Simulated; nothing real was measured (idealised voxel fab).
process module | voxel wiring stack
cross-section cut | 230 nm wide | cells 5 nm
A cross-section is a grid of square cells, given in bands from the top down. A band is one or more rows of cells.
Each band's line starts with the height of the band's top and of its bottom, in nm. Then come its materials from left to right, each with its width in nm. One material with "throughout" fills the band from edge to edge. "air" is empty space.
Height 0 is the level under which the wafer as received is all one material. The lowest band goes on downwards, as in "0 down".
A width such as "30 to 40" changes by the same amount from each row of cells to the next, from the band's top row to its bottom row.
"no change" after a step means that no cell of the cross-section changed.
closed voids: empty space of 8 cells or more with no open way to the top, each as width x height at its distance from the left edge, in nm
after a step's settings: what the simulator itself notes on the step
overlay nm, on a step with a mask: how far to the right of its planned place the mask lay; to the left if negative
plan
1 op RECEIVE | material Si
2 op CONFORMAL_DEP | material SiO2 | thk nm 15
3 op CONFORMAL_DEP | material SiCN | thk nm 5
4 op DIRECTIONAL_DEP | material SiO2 | thk nm 25
5 op DIRECTIONAL_DEP | material aC | thk nm 10
6 op PATTERN | tone open | mask id METAL_1 | material resist | width nm 25 | pitch nm 50 | thk nm 25 | overlay nm 0
7 op DIRECTIONAL_ETCH | etch materials aC | depth nm 10
8 op STRIP | etch materials resist
9 op DIRECTIONAL_ETCH | etch materials SiO2 | depth nm 25
10 op DIRECTIONAL_ETCH | etch materials SiCN | depth nm 5
11 op STRIP | etch materials aC
12 op CONFORMAL_DEP | material TiN | thk nm 5
13 op FILL_DEP | material W | thk nm 5
14 op CMP | height nm 45
15 op CONFORMAL_DEP | material SiCN | thk nm 5
16 op DIRECTIONAL_DEP | material lowk | thk nm 15
17 op DIRECTIONAL_DEP | material aC | thk nm 15
18 op PATTERN | tone open | mask id PLUG_1 | material resist | width nm 15 | pitch nm 100 | thk nm 35 | overlay nm 0
19 op DIRECTIONAL_ETCH | etch materials aC | depth nm 15
20 op STRIP | etch materials resist
21 op DIRECTIONAL_ETCH | etch materials lowk | depth nm 15
22 op DIRECTIONAL_ETCH | etch materials SiCN | depth nm 5
23 op STRIP | etch materials aC
24 op EPI | material Ru | thk nm 10
25 op EPI | material Ru | thk nm 10
26 op CONFORMAL_DEP | material SiN | thk nm 5
27 op DIRECTIONAL_DEP | material SiO2 | thk nm 20
28 op MASKED_ETCH | tone open | mask id METAL_2 | width nm 25 | pitch nm 50 | etch materials SiO2 | depth nm 20 | overlay nm 0
29 op MASKED_ETCH | tone open | mask id METAL_2 | width nm 25 | pitch nm 50 | etch materials SiN | depth nm 5 | overlay nm 0
30 op CONFORMAL_DEP | material TiN | thk nm 5
31 op FILL_DEP | material Cu | thk nm 10
32 op CMP | height nm 90
33 op CONFORMAL_DEP | material SiCN | thk nm 5
34 op DIRECTIONAL_DEP | material SiO2 | thk nm 10
35 op DIRECTIONAL_DEP | material aC | thk nm 15
36 op PATTERN | tone open | mask id PLUG_2 | material resist | width nm 15 | pitch nm 100 | thk nm 30 | overlay nm 0
37 op DIRECTIONAL_ETCH | etch materials aC | depth nm 15
38 op STRIP | etch materials resist
39 op DIRECTIONAL_ETCH | etch materials SiO2 | depth nm 10
40 op DIRECTIONAL_ETCH | etch materials SiCN | depth nm 5
41 op STRIP | etch materials aC
42 op CONFORMAL_DEP | material TiN | thk nm 5
43 op FILL_DEP | material Ru | thk nm 5
44 op CMP | height nm 105
45 op DIRECTIONAL_DEP | material TiN | thk nm 5
46 op DIRECTIONAL_DEP | material Ru | thk nm 25
47 op DIRECTIONAL_DEP | material aC | thk nm 10
48 op PATTERN | tone cover | mask id METAL_3 | material resist | width nm 25 | pitch nm 50 | thk nm 30 | overlay nm 0
49 op DIRECTIONAL_ETCH | etch materials aC | depth nm 10
50 op STRIP | etch materials resist
51 op DIRECTIONAL_ETCH | etch materials Ru | depth nm 25
52 op DIRECTIONAL_ETCH | etch materials TiN | depth nm 5
53 op STRIP | etch materials aC
54 op CONFORMAL_DEP | material SiCN | thk nm 5
55 op FILL_DEP | material SiO2 | thk nm 10
56 op CMP | height nm 135
57 op CONFORMAL_DEP | material SiCN | thk nm 5
58 op DIRECTIONAL_DEP | material lowk | thk nm 10
59 op PATTERN | tone open | mask id PLUG_3 | material resist | width nm 15 | pitch nm 100 | thk nm 20 | overlay nm 0
60 op DIRECTIONAL_ETCH | etch materials lowk | depth nm 10
61 op DIRECTIONAL_ETCH | etch materials SiCN | depth nm 5
62 op STRIP | etch materials resist
63 op CONFORMAL_DEP | material TiN | thk nm 5
64 op FILL_DEP | material Ru | thk nm 5
65 op CMP | height nm 150
66 op DIRECTIONAL_DEP | material TiN | thk nm 5
67 op DIRECTIONAL_DEP | material W | thk nm 20
68 op PATTERN | tone cover | mask id METAL_4 | material resist | width nm 25 | pitch nm 50 | thk nm 20 | overlay nm 0
69 op DIRECTIONAL_ETCH | etch materials W | depth nm 20
70 op DIRECTIONAL_ETCH | etch materials TiN | depth nm 5
71 op STRIP | etch materials resist
72 op FILL_DEP | material SiO2 | thk nm 5
73 op CMP | height nm 175
74 op CONFORMAL_DEP | material SiN | thk nm 5
as received, after step 1
  0 down: Si throughout
  closed voids: none
a wafer at the end: this start, this plan, one mistake
  180 to 175: SiN throughout
  175 to 155: SiO2 25 | W 25 | SiO2 25 | W 25 | SiO2 25 | W 25 | SiO2 25 | W 25 | SiO2 30
  155 to 150: SiO2 25 | TiN 25 | SiO2 25 | TiN 25 | SiO2 25 | TiN 25 | SiO2 25 | TiN 25 | SiO2 30
  150 to 140: lowk 30 | TiN 5 | Ru 5 | TiN 5 | lowk 85 | TiN 5 | Ru 5 | TiN 5 | lowk 85
  140 to 135: SiCN 30 | TiN 15 | SiCN 85 | TiN 15 | SiCN 85
  135 to 110: SiO2 20 | SiCN 5 | Ru 25 | SiCN 5 | SiO2 15 | SiCN 5 | Ru 25 | SiCN 5 | SiO2 15 | SiCN 5 | Ru 25 | SiCN 5 | SiO2 15 | SiCN 5 | Ru 25 | SiCN 5 | SiO2 25
  110 to 105: SiCN 25 | TiN 25 | SiCN 25 | TiN 25 | SiCN 25 | TiN 25 | SiCN 25 | TiN 25 | SiCN 30
  105 to 95: SiO2 25 | TiN 5 | Ru 5 | TiN 5 | SiO2 85 | TiN 5 | Ru 5 | TiN 5 | SiO2 90
  95 to 90: SiCN 25 | TiN 15 | SiCN 85 | TiN 15 | SiCN 90
  90 to 70: SiO2 25 | TiN 5 | Cu 15 | TiN 5 | SiO2 25 | TiN 5 | Cu 15 | TiN 5 | SiO2 25 | TiN 5 | Cu 15 | TiN 5 | SiO2 25 | TiN 5 | Cu 15 | TiN 5 | SiO2 30
  70 to 65: SiN 25 | TiN 25 | SiN 25 | TiN 25 | SiN 25 | TiN 25 | SiN 25 | TiN 25 | SiN 30
  65 to 50: lowk 25 | Ru 15 | lowk 85 | Ru 15 | lowk 90
  50 to 45: SiCN 25 | Ru 15 | SiCN 85 | Ru 15 | SiCN 90
  45 to 20: SiO2 25 | TiN 5 | W 15 | TiN 5 | SiO2 25 | TiN 5 | W 15 | TiN 5 | SiO2 25 | TiN 5 | W 15 | TiN 5 | SiO2 25 | TiN 5 | W 15 | TiN 5 | SiO2 30
  20 to 15: SiCN 25 | TiN 25 | SiCN 25 | TiN 25 | SiCN 25 | TiN 25 | SiCN 25 | TiN 25 | SiCN 30
  15 to 0: SiO2 throughout
  0 down: Si throughout
  closed voids: none
what went wrong: step 59 ran as: op PATTERN | tone open | mask id PLUG_3 | material resist | width nm 15 | pitch nm 100 | thk nm 20 | overlay nm 5
